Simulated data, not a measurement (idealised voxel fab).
process module | voxel transistor to metal
cross-section cut | 175 nm wide | cells 5 nm
A cross-section is a grid of square cells, given in bands from the top down. A band is one or more rows of cells.
Each band's line starts with the height of the band's top and of its bottom, in nm. Then come its materials from left to right, each with its width in nm. One material with "throughout" fills the band from edge to edge. "air" is empty space.
Height 0 is the level under which the wafer as received is all one material. The lowest band goes on downwards, as in "0 down".
A width such as "30 to 40" changes by the same amount from each row of cells to the next, from the band's top row to its bottom row.
"no change" after a step means that no cell of the cross-section changed.
closed voids: empty space of 8 cells or more with no open way to the top, each as width x height at its distance from the left edge, in nm
after a step's settings: what the simulator itself notes on the step
overlay nm, on a step with a mask: how far to the right of its planned place the mask lay; to the left if negative
plan
1 op RECEIVE | material Si
2 op OXIDIZE | depth nm 5
3 op CONFORMAL_DEP | material SiN | thk nm 15
4 op MASKED_ETCH | tone cover | mask id ACTIVE | width nm 125 | etch materials SiN | depth nm 15 | overlay nm 0
5 op MASKED_ETCH | tone cover | mask id ACTIVE | width nm 125 | etch materials SiO2 | depth nm 5 | overlay nm 0
6 op MASKED_ETCH | tone cover | mask id ACTIVE | width nm 125 | etch materials Si | depth nm 20 | overlay nm 0
7 op OXIDIZE | depth nm 5
8 op FILL_DEP | material SiO2 | thk nm 5
9 op CMP | height nm 15
10 op SELECTIVE_ETCH | etch materials SiO2 | depth nm 10
11 op STRIP | etch materials SiN
12 op SELECTIVE_ETCH | etch materials SiO2 | depth nm 5
13 op OXIDIZE | depth nm 5
14 op DIRECTIONAL_DEP | material polySi | thk nm 30
15 op DIRECTIONAL_DEP | material SiCN | thk nm 15
16 op MASKED_ETCH | tone cover | mask id GATE | width nm 25 | etch materials SiCN | depth nm 25 | overlay nm 0
17 op MASKED_ETCH | tone cover | mask id GATE | width nm 25 | etch materials polySi | depth nm 40 | overlay nm 0
18 op CONFORMAL_DEP | material SiN | thk nm 5
19 op DIRECTIONAL_ETCH | etch materials SiN | depth nm 5
20 op DIRECTIONAL_ETCH | etch materials SiO2 | depth nm 5
21 op DIRECTIONAL_ETCH | etch materials Si | depth nm 10
22 op EPI | material nSi | thk nm 15
23 op FILL_DEP | material SiO2 | thk nm 5
24 op CMP | height nm 25
25 op STRIP | etch materials polySi
26 op SELECTIVE_ETCH | etch materials SiO2 | depth nm 5
27 op CONFORMAL_DEP | material HfO2 | thk nm 5
28 op CONFORMAL_DEP | material TiN | thk nm 5
29 op FILL_DEP | material W | thk nm 5
30 op CMP | height nm 20
31 op DIRECTIONAL_DEP | material SiO2 | thk nm 15
32 op DIRECTIONAL_DEP | material aC | thk nm 10
33 op PATTERN | tone open | mask id CONTACT | material resist | width nm 20 | pitch nm 85 | thk nm 30 | overlay nm 0
34 op DIRECTIONAL_ETCH | etch materials aC | depth nm 10
35 op STRIP | etch materials resist
36 op DIRECTIONAL_ETCH | etch materials SiO2 | depth nm 40
37 op STRIP | etch materials aC
38 op CONFORMAL_DEP | material TiN | thk nm 5
39 op FILL_DEP | material W | thk nm 5
40 op CMP | height nm 35
41 op DIRECTIONAL_DEP | material TiN | thk nm 5
42 op DIRECTIONAL_DEP | material Ru | thk nm 15
43 op MASKED_ETCH | tone cover | mask id METAL_1 | width nm 20 | pitch nm 85 | etch materials Ru | depth nm 15 | overlay nm 0
44 op MASKED_ETCH | tone cover | mask id METAL_1 | width nm 20 | pitch nm 85 | etch materials TiN | depth nm 5 | overlay nm 0
45 op FILL_DEP | material SiO2 | thk nm 10
46 op CMP | height nm 55
47 op CONFORMAL_DEP | material SiCN | thk nm 5
48 op DIRECTIONAL_DEP | material SiO2 | thk nm 25
49 op MASKED_ETCH | tone open | mask id METAL_2_HOLES | width nm 15 | pitch nm 85 | etch materials SiO2 | depth nm 25 | overlay nm 0
50 op DIRECTIONAL_DEP | material aC | thk nm 15
51 op PATTERN | tone open | mask id METAL_2 | material resist | width nm 20 | pitch nm 85 | thk nm 35 | overlay nm 0
52 op DIRECTIONAL_ETCH | etch materials aC | depth nm 15
53 op STRIP | etch materials resist
54 op DIRECTIONAL_ETCH | etch materials SiO2 | depth nm 15
55 op DIRECTIONAL_ETCH | etch materials SiCN | depth nm 5
56 op STRIP | etch materials aC
57 op CONFORMAL_DEP | material TiN | thk nm 5
58 op FILL_DEP | material Ru | thk nm 5
59 op CMP | height nm 85
60 op CONFORMAL_DEP | material SiCN | thk nm 5
as received, after step 1
  0 down: Si throughout
  closed voids: none
first wafer at the end, as planned
  90 to 85: SiCN throughout
  85 to 75: SiO2 35 | TiN 5 | Ru 10 | TiN 5 | SiO2 65 | TiN 5 | Ru 10 | TiN 5 | SiO2 35
  75 to 70: SiO2 35 | TiN 5 | Ru 5 | TiN 10 | SiO2 65 | TiN 5 | Ru 5 | TiN 10 | SiO2 35
  70 to 60: SiO2 35 | TiN 5 | Ru 5 | TiN 5 | SiO2 70 | TiN 5 | Ru 5 | TiN 5 | SiO2 40
  60 to 55: SiCN 35 | TiN 15 | SiCN 70 | TiN 15 | SiCN 40
  55 to 40: SiO2 35 | Ru 20 | SiO2 65 | Ru 20 | SiO2 35
  40 to 35: SiO2 35 | TiN 20 | SiO2 65 | TiN 20 | SiO2 35
  35 to 20: SiO2 35 | TiN 5 | W 10 | TiN 5 | SiO2 65 | TiN 5 | W 10 | TiN 5 | SiO2 35
  20 to 5: SiO2 35 | TiN 5 | W 10 | TiN 5 | SiO2 15 | SiN 5 | HfO2 5 | TiN 5 | W 5 | TiN 5 | HfO2 5 | SiN 5 | SiO2 15 | TiN 5 | W 10 | TiN 5 | SiO2 35
  5 to 0: SiO2 35 | TiN 5 | W 10 | TiN 5 | nSi 15 | SiN 5 | HfO2 5 | TiN 5 | W 5 | TiN 5 | HfO2 5 | SiN 5 | nSi 15 | TiN 5 | W 10 | TiN 5 | SiO2 35
  0 to -5: SiO2 20 | SiN 5 | SiO2 10 | TiN 20 | nSi 15 | SiN 5 | HfO2 5 | TiN 15 | HfO2 5 | SiN 5 | nSi 15 | TiN 20 | SiO2 10 | SiN 5 | SiO2 20
  -5 to -10: SiO2 25 | nSi 45 | HfO2 35 | nSi 45 | SiO2 25
  -10 to -20: SiO2 30 | nSi 40 | Si 35 | nSi 40 | SiO2 30
  -20 to -30: SiO2 30 | Si 115 | SiO2 30
  -30 down: Si throughout
  closed voids: none
second wafer at the end: like start, like plan, one mistake
  90 to 85: SiCN throughout
  85 to 75: SiO2 35 | TiN 5 | Ru 10 | TiN 5 | SiO2 65 | TiN 5 | Ru 10 | TiN 5 | SiO2 35
  75 to 70: SiO2 35 | TiN 5 | Ru 5 | TiN 10 | SiO2 65 | TiN 5 | Ru 5 | TiN 10 | SiO2 35
  70 to 60: SiO2 35 | TiN 5 | Ru 5 | TiN 5 | SiO2 70 | TiN 5 | Ru 5 | TiN 5 | SiO2 40
  60 to 55: SiCN 35 | TiN 15 | SiCN 70 | TiN 15 | SiCN 40
  55 to 40: SiO2 35 | Ru 20 | SiO2 65 | Ru 20 | SiO2 35
  40 to 35: SiO2 35 | TiN 20 | SiO2 65 | TiN 20 | SiO2 35
  35 to 20: SiO2 35 | TiN 5 | W 10 | TiN 5 | SiO2 65 | TiN 5 | W 10 | TiN 5 | SiO2 35
  20 to 10: SiO2 35 | TiN 5 | W 10 to 5 | TiN 5 to 10 | SiO2 15 | SiN 5 | HfO2 5 | TiN 5 | W 5 | TiN 5 | HfO2 5 | SiN 5 | SiO2 15 | TiN 5 to 10 | W 10 to 5 | TiN 5 | SiO2 35
  10 to 5: SiO2 35 | TiN 5 | W 5 | TiN 5 | nSi 20 | SiN 5 | HfO2 5 | TiN 5 | W 5 | TiN 5 | HfO2 5 | SiN 5 | nSi 20 | TiN 5 | W 5 | TiN 5 | SiO2 35
  5 to 0: SiO2 35 | TiN 15 | nSi 20 | SiN 5 | HfO2 5 | TiN 5 | W 5 | TiN 5 | HfO2 5 | SiN 5 | nSi 20 | TiN 15 | SiO2 35
  0 to -5: SiO2 20 | SiN 5 | nSi 45 | SiN 5 | HfO2 5 | TiN 15 | HfO2 5 | SiN 5 | nSi 45 | SiN 5 | SiO2 20
  -5 to -10: SiO2 25 | nSi 45 | HfO2 35 | nSi 45 | SiO2 25
  -10 to -20: SiO2 30 | nSi 40 | Si 35 | nSi 40 | SiO2 30
  -20 to -30: SiO2 30 | Si 115 | SiO2 30
  -30 down: Si throughout
  closed voids: none
what went wrong: step 22 ran as: op EPI | material nSi | thk nm 20
at the end the second wafer has, in cells: 10 fewer of SiO2 | 4 fewer of TiN | 8 fewer of W | 22 more of nSi
